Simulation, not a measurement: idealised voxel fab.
process module | voxel ribs on slabs
Square cell edge 5 nm, section width 145 nm, ID cut.
A cross-section is written here as square cells arranged in a grid, and it is given in bands from the top down, each band taking up one or more rows of cells.
Band entry format. Leading values: height of top, height of bottom, nm. Remainder: materials in left-to-right order, each with its width in nm. Special words: "everywhere" on a single material, which then fills the band edge to edge; "empty", empty space.
Heights from 0 (as-received wafer is one material below). Bottom band endless downward, as "0 -> down".
When a width is written as two numbers, as in "30 to 40", the first number is the width in the top row of cells of the band and the second is the width in its bottom row, and the width changes by the same amount from each row to the next.
When a step is marked "everything unchanged", none of the cells in the cross-section changed during that step.
"Completely enclosed voids" means: voids of 8 cells or more that are shut off from the top with no open way through. Written width x height at distance, distance from the left edge, in nm.
If you see something after the settings on a step's line, that's the simulator's own remark about that step.
overlay nm: mask right of planned place by this much (step with mask). Neg. = left.

Steps in the process plan:
| 1 | RECEIVE (material Si) |
| 2 | DIRECTIONAL_DEP (material SiO2; thk nm 25) |
| 3 | DIRECTIONAL_DEP (material polySi; thk nm 5) |
| 4 | DIRECTIONAL_DEP (material aC; thk nm 15) |
| 5 | PATTERN (tone cover; mask id RIB; material resist; width nm 25; thk nm 35; overlay nm 0) |
| 6 | DIRECTIONAL_ETCH (etch materials aC; depth nm 15) |
| 7 | STRIP (etch materials resist) |
| 8 | DIRECTIONAL_ETCH (etch materials polySi; depth nm 10) |
| 9 | STRIP (etch materials aC) |
| 10 | DIRECTIONAL_DEP (material aC; thk nm 10) |
| 11 | PATTERN (tone cover; mask id SLAB; material resist; width nm 85; thk nm 25; overlay nm 0) |
| 12 | DIRECTIONAL_ETCH (etch materials aC; depth nm 10) |
| 13 | STRIP (etch materials resist) |
| 14 | DIRECTIONAL_ETCH (etch materials polySi; depth nm 5) |
| 15 | STRIP (etch materials aC) |
| 16 | FILL_DEP (material SiO2; thk nm 20) |
| 17 | CMP (height nm 50) |
| 18 | DIRECTIONAL_DEP (material W; thk nm 10) |
| 19 | PATTERN (tone cover; mask id HEATER; material resist; width nm 35; thk nm 15; overlay nm 0) |
| 20 | DIRECTIONAL_ETCH (etch materials W; depth nm 10) |
| 21 | STRIP (etch materials resist) |
| 22 | CONFORMAL_DEP (material SiN; thk nm 10) |
The thk nm used in step 3 is not the same on every wafer, whereas the starting condition is; the value printed in the plan is the first wafer's.

Cut through the first of several wafers as received, post step 1:
- 0 -> down | Si everywhere
- Completely enclosed voids: none

Shown in cross-section: the first of several wafers at the end of the module, after its last step, step 22:
- 70 -> 60 | empty: 45; SiN: 55; empty: 45
- 60 -> 50 | SiN: 55; W: 35; SiN: 55
- 50 -> 30 | SiO2 everywhere
- 30 -> 25 | SiO2: 60; polySi: 25; SiO2: 60
- 25 -> 0 | SiO2 everywhere
- 0 -> down | Si everywhere
- Completely enclosed voids: none

Cross-sectional view of the final wafer of several at the module's end:
- 70 -> 60 | empty: 45; SiN: 55; empty: 45
- 60 -> 50 | SiN: 55; W: 35; SiN: 55
- 50 -> 40 | SiO2: 60 to 30; polySi: 25 to 85; SiO2: 60 to 30
- 40 -> 25 | polySi everywhere
- 25 -> 0 | SiO2 everywhere
- 0 -> down | Si everywhere
- Completely enclosed voids: none

Table: wafers, a row each; end-of-module cell change per material since receipt, gain (+), loss (-); then closed voids:
thk nm 5 | +66 SiN | +285 SiO2 | +14 W | +5 polySi | Completely enclosed voids: none
thk nm 10 | +66 SiN | +280 SiO2 | +14 W | +10 polySi | Completely enclosed voids: none
thk nm 15 | +66 SiN | +263 SiO2 | +14 W | +27 polySi | Completely enclosed voids: none
thk nm 20 | +66 SiN | +234 SiO2 | +14 W | +56 polySi | Completely enclosed voids: none
thk nm 25 | +66 SiN | +205 SiO2 | +14 W | +85 polySi | Completely enclosed voids: none
thk nm 30 | +66 SiN | +181 SiO2 | +14 W | +109 polySi | Completely enclosed voids: none
